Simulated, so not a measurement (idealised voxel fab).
process module | voxel capacitor over wiring
FYI the section here is cut, 210 nm wide, cells are 5 nm squares.
Notation: cross-section as square-cell grid; stated in bands, top first, going down; one or more cell rows per band. First you get the band's top height and its bottom height, in nm, and then the materials it's made of, left to right, with each width in nm. If you see a single material with "full width", that one covers the band edge to edge. "air" is empty space. A quick word on heights: they are counted from 0, and under that level the wafer as it came to us is one material throughout. The lowest band is different from the rest in having no bottom; it simply continues downward, written as in "0 -> down". The width entry "30 to 40" should be interpreted row by row: the top row of cells in the band takes the first number, the bottom row takes the second number, and the change between adjacent rows is uniform throughout. Reading "no change" for a step: not a cell of the cross-section changed in it. "Closed void entries" specifies each empty space that is not open to the top and that occupies no fewer than 8 cells, using the form width x height at distance, the distance measured from the left edge and all three quantities in nm. That trailing text on a step's line, after the settings, is the simulator's own remark on the step. When a step includes a mask, the "overlay nm" setting on its line states how far to the right of its planned place that mask lay, and negative values state how far to the left.

Listed below are the process steps as planned:
step 1: RECEIVE, material Si
step 2: CONFORMAL_DEP, material SiO2, thk nm 10
step 3: CONFORMAL_DEP, material SiCN, thk nm 5
step 4: DIRECTIONAL_DEP, material lowk, thk nm 15
step 5: MASKED_ETCH, tone open, mask id METAL_1, width nm 30, pitch nm 95, etch materials lowk, depth nm 15, overlay nm 0
step 6: MASKED_ETCH, tone open, mask id METAL_1, width nm 30, pitch nm 95, etch materials SiCN, depth nm 5, overlay nm 0
step 7: CONFORMAL_DEP, material TiN, thk nm 5
step 8: FILL_DEP, material Ru, thk nm 5
step 9: CMP, height nm 30
step 10: CONFORMAL_DEP, material SiCN, thk nm 5
step 11: DIRECTIONAL_DEP, material lowk, thk nm 15
step 12: PATTERN, tone open, mask id PLUG_1, material resist, width nm 15, thk nm 15, overlay nm 0
step 13: DIRECTIONAL_ETCH, etch materials lowk, depth nm 15
step 14: DIRECTIONAL_ETCH, etch materials SiCN, depth nm 5
step 15: STRIP, etch materials resist
step 16: CONFORMAL_DEP, material TiN, thk nm 5
step 17: FILL_DEP, material Ru, thk nm 10
step 18: CMP, height nm 50
step 19: DIRECTIONAL_DEP, material TiN, thk nm 5
step 20: DIRECTIONAL_DEP, material Al2O3, thk nm 5
step 21: DIRECTIONAL_DEP, material TiN, thk nm 5
step 22: PATTERN, tone cover, mask id UPPER_PLATE, material resist, width nm 70, thk nm 20, overlay nm 0
step 23: DIRECTIONAL_ETCH, etch materials TiN, depth nm 5
step 24: DIRECTIONAL_ETCH, etch materials Al2O3, depth nm 5
step 25: STRIP, etch materials resist
step 26: MASKED_ETCH, tone cover, mask id LOWER_PLATE, width nm 80, etch materials TiN, depth nm 5, overlay nm 0
step 27: FILL_DEP, material SiO2, thk nm 15
step 28: CMP, height nm 75
step 29: MASKED_ETCH, tone open, mask id PLUG_2, width nm 15, etch materials SiO2, depth nm 10, overlay nm 0
step 30: CONFORMAL_DEP, material TiN, thk nm 5
step 31: FILL_DEP, material W, thk nm 10
step 32: CMP, height nm 75
step 33: CONFORMAL_DEP, material SiCN, thk nm 5

Wafer cross-section on receipt, i.e. after step 1:
  0 -> down | Si full width
  Closed void entries: none

Wafer cross-section at module end: first of two, run to plan:
  80 -> 75 | SiCN full width
  75 -> 70 | SiO2=65  TiN=5  W=5  TiN=5  SiO2=130
  70 -> 60 | SiO2=65 to 55  TiN=15 to 70  SiO2=130 to 85
  60 -> 55 | SiO2=55  Al2O3=70  SiO2=85
  55 -> 50 | SiO2=50  TiN=80  SiO2=80
  50 -> 35 | lowk=55  TiN=5  Ru=5  TiN=5  lowk=140
  35 -> 30 | SiCN=55  TiN=15  SiCN=140
  30 -> 15 | lowk=40  TiN=5  Ru=20  TiN=5  lowk=65  TiN=5  Ru=20  TiN=5  lowk=45
  15 -> 10 | SiCN=40  TiN=30  SiCN=65  TiN=30  SiCN=45
  10 -> 0 | SiO2 full width
  0 -> down | Si full width
  Closed void entries: none

Cross-sectional view of the second of two wafers upon completion of the module. This wafer shared its starting condition and process plan with the first; one error was made during its execution:
  80 -> 75 | SiCN full width
  75 -> 70 | SiO2=65  TiN=5  W=5  TiN=5  SiO2=130
  70 -> 60 | SiO2=65 to 55  TiN=15 to 70  SiO2=130 to 85
  60 -> 55 | SiO2=55  Al2O3=70  SiO2=85
  55 -> 50 | SiO2=50  TiN=80  SiO2=80
  50 -> 45 | TiN=60  Ru=5  TiN=145
  45 -> 35 | lowk=55  TiN=5  Ru=5  TiN=5  lowk=140
  35 -> 30 | SiCN=55  TiN=15  SiCN=140
  30 -> 15 | lowk=40  TiN=5  Ru=20  TiN=5  lowk=65  TiN=5  Ru=20  TiN=5  lowk=45
  15 -> 10 | SiCN=40  TiN=30  SiCN=65  TiN=30  SiCN=45
  10 -> 0 | SiO2 full width
  0 -> down | Si full width
  Closed void entries: none
Misprocessing identified: step 11 was processed under conditions differing from the plan, specifically as DIRECTIONAL_DEP, material lowk, thk nm 10
Final tally in cells, some materials are higher or lower on the second wafer than on the first: +39 TiN | -39 lowk
